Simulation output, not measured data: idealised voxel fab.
Documented hereafter: the process module known as voxel wiring stack.
The cross-section on display is named cut; it measures 300 nm wide, and its cells are 5 nm squares.
Bands, listed from the top down, are how a cross-section gets written in this document; the cross-section itself is a grid of square cells, and a band is one or more rows of them.
Band entry format. Leading values: height of top, height of bottom, nm. Remainder: materials in left-to-right order, each with its width in nm. Special words: "edge to edge" on a single material, which then fills the band edge to edge; "empty", empty space.
We count height from 0. Below that, the starting wafer is all one material. The lowest band never ends at the bottom but goes on down; see "from 0 down" for how that is written.
Graded width ("30->40"): value in top row of band = first number; value in bottom row = second number; row-to-row change constant.
Step note "nothing different" = no cross-section cell changed.
"Encapsulated voids" - sealed voids, min. 8 cells, no opening to top; format: width x height at distance (distance from left edge; nm throughout).
Where a step's line continues beyond its settings, the continuation is a remark by the simulator itself on that step.
overlay nm: on a step with a mask, how far right of its planned place the mask lay; negative means left.

Steps in the process plan:
1) RECEIVE: material Si
2) CONFORMAL_DEP: material SiO2, thk nm 15
3) DIRECTIONAL_DEP: material TiN, thk nm 5
4) DIRECTIONAL_DEP: material W, thk nm 25
5) DIRECTIONAL_DEP: material aC, thk nm 15
6) PATTERN: tone cover, mask id METAL_1, material resist, width nm 30, pitch nm 50, thk nm 35, overlay nm 0
7) DIRECTIONAL_ETCH: etch materials aC, depth nm 15
8) STRIP: etch materials resist
9) DIRECTIONAL_ETCH: etch materials W, depth nm 25
10) DIRECTIONAL_ETCH: etch materials TiN, depth nm 5
11) STRIP: etch materials aC
12) CONFORMAL_DEP: material SiCN, thk nm 5
13) FILL_DEP: material lowk, thk nm 10
14) CMP: height nm 45
15) CONFORMAL_DEP: material SiCN, thk nm 5
16) DIRECTIONAL_DEP: material SiO2, thk nm 15
17) DIRECTIONAL_DEP: material aC, thk nm 10
18) PATTERN: tone open, mask id PLUG_1, material resist, width nm 15, pitch nm 50, thk nm 30, overlay nm 0
19) DIRECTIONAL_ETCH: etch materials aC, depth nm 10
20) STRIP: etch materials resist
21) DIRECTIONAL_ETCH: etch materials SiO2, depth nm 15
22) DIRECTIONAL_ETCH: etch materials SiCN, depth nm 5
23) STRIP: etch materials aC
24) EPI: material Ru, thk nm 10
25) EPI: material Ru, thk nm 10
26) DIRECTIONAL_DEP: material TiN, thk nm 5
27) DIRECTIONAL_DEP: material Ru, thk nm 15
28) PATTERN: tone cover, mask id METAL_2, material resist, width nm 30, pitch nm 50, thk nm 15, overlay nm 0
29) DIRECTIONAL_ETCH: etch materials Ru, depth nm 15
30) DIRECTIONAL_ETCH: etch materials TiN, depth nm 5
31) STRIP: etch materials resist
32) CONFORMAL_DEP: material SiN, thk nm 5
33) FILL_DEP: material lowk, thk nm 10
34) CMP: height nm 85
35) CONFORMAL_DEP: material SiN, thk nm 5

Cross-section: wafer on arrival = after step 1:
- from 0 down: Si edge to edge
- Encapsulated voids: none

End-of-module XS, first of two wafers, run as planned:
- from 90 to 85: SiN edge to edge
- from 85 to 70: 80 of lowk, 5 of SiN, 30 of Ru, 5 of SiN, 10 of lowk, 5 of SiN, 30 of Ru, 5 of SiN, 10 of lowk, 5 of SiN, 30 of Ru, 5 of SiN, 80 of lowk
- from 70 to 65: 85 of SiN, 30 of TiN, 20 of SiN, 30 of TiN, 20 of SiN, 30 of TiN, 85 of SiN
- from 65 to 50: 85 of SiO2, 15 of Ru, 35 of SiO2, 15 of Ru, 35 of SiO2, 15 of Ru, 100 of SiO2
- from 50 to 45: 85 of SiCN, 15 of Ru, 35 of SiCN, 15 of Ru, 35 of SiCN, 15 of Ru, 100 of SiCN
- from 45 to 20: 80 of lowk, 5 of SiCN, 30 of W, 5 of SiCN, 10 of lowk, 5 of SiCN, 30 of W, 5 of SiCN, 10 of lowk, 5 of SiCN, 30 of W, 5 of SiCN, 80 of lowk
- from 20 to 15: 85 of SiCN, 30 of TiN, 20 of SiCN, 30 of TiN, 20 of SiCN, 30 of TiN, 85 of SiCN
- from 15 to 0: SiO2 edge to edge
- from 0 down: Si edge to edge
- Encapsulated voids: none

End-of-module cross-section of the second wafer: identical starting point and process plan to the first, with one processing mistake:
- from 90 to 85: SiN edge to edge
- from 85 to 70: 80 of lowk, 5 of SiN, 30 of Ru, 5 of SiN, 10 of lowk, 5 of SiN, 30 of Ru, 5 of SiN, 10 of lowk, 5 of SiN, 30 of Ru, 5 of SiN, 80 of lowk
- from 70 to 65: 85 of SiN, 30 of TiN, 20 of SiN, 30 of TiN, 20 of SiN, 30 of TiN, 85 of SiN
- from 65 to 50: 80 of SiO2, 15 of Ru, 35 of SiO2, 15 of Ru, 35 of SiO2, 15 of Ru, 105 of SiO2
- from 50 to 45: 80 of SiCN, 15 of Ru, 35 of SiCN, 15 of Ru, 35 of SiCN, 15 of Ru, 105 of SiCN
- from 45 to 20: 80 of lowk, 5 of SiCN, 30 of W, 5 of SiCN, 10 of lowk, 5 of SiCN, 30 of W, 5 of SiCN, 10 of lowk, 5 of SiCN, 30 of W, 5 of SiCN, 80 of lowk
- from 20 to 15: 85 of SiCN, 30 of TiN, 20 of SiCN, 30 of TiN, 20 of SiCN, 30 of TiN, 85 of SiCN
- from 15 to 0: SiO2 edge to edge
- from 0 down: Si edge to edge
- Encapsulated voids: none
Where did the run depart from the plan? heads up, step 18 didn't go per plan, it actually ran as PATTERN: tone open, mask id PLUG_1, material resist, width nm 15, pitch nm 50, thk nm 30, overlay nm -5
Heads up: at the end the two wafers have identical cell counts per material, they're just laid out differently.
